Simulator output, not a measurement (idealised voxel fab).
Process module in this document: voxel released beams
It is cross-section cut that appears here, measuring 290 nm in width, its square cells being 5 nm in size.
A cross-section is written here as square cells arranged in a grid, and it is given in bands from the top down, each band taking up one or more rows of cells.
Heights first: top, then bottom, in nm. Then materials, left to right, each with a width in nm. "full width" on a single material: fills the band edge to edge. "air": empty space.
We count height from 0. Below that, the starting wafer is all one material. The lowest band never ends at the bottom but goes on down; see "0 down" for how that is written.
Think of "30->40" as a width that walks from the first number to the second as you go down the band, top row to bottom row, taking equal-sized steps from row to row.
"left unchanged" (step): cross-section cells unchanged, all of them.
Basically, "Sealed voids" tells you about the enclosed voids: empty spaces with no open way to the top, 8 cells or bigger, each written width x height at distance, where distance is from the left edge, all in nm.
What comes after the settings on a step's line is commentary from the simulator itself on that step.
Each step line may optionally specify "overlay nm", which for a step with a mask gives the rightward distance between the mask's planned place and where it lay, a negative value indicating the leftward direction.

The planned process steps are enumerated hereunder
step 1: RECEIVE (material Si)
step 2: CONFORMAL_DEP (material Al2O3; thk nm 5)
step 3: DIRECTIONAL_DEP (material SiO2; thk nm 15)
step 4: PATTERN (tone open; mask id ANCHOR; material resist; width nm 25; thk nm 15; overlay nm 0)
step 5: DIRECTIONAL_ETCH (etch materials SiO2; depth nm 15)
step 6: STRIP (etch materials resist)
step 7: CONFORMAL_DEP (material polySi; thk nm 10)
step 8: MASKED_ETCH (tone cover; mask id BEAM; width nm 85; etch materials polySi; depth nm 10; overlay nm 0)
step 9: STRIP (etch materials SiO2)
Across this set of wafers, the varied parameter is the width nm of step 8. Starting conditions are identical for every wafer, and the plan reports the value assigned to the first wafer.

Received condition of the first of several wafers, sectioned: post-step 1
    0 down  Si full width
    Sealed voids: none

Below, a row for every wafer. Read it as the end-of-module picture: for each material the wafer shows its cells gained (+) or lost (-) since it was received, and then its closed voids
width nm 85; +58 Al2O3; +46 polySi; Sealed voids: none
width nm 90; +58 Al2O3; +48 polySi; Sealed voids: none
width nm 95; +58 Al2O3; +50 polySi; Sealed voids: none
width nm 100; +58 Al2O3; +52 polySi; Sealed voids: none
width nm 105; +58 Al2O3; +54 polySi; Sealed voids: none
width nm 110; +58 Al2O3; +56 polySi; Sealed voids: none
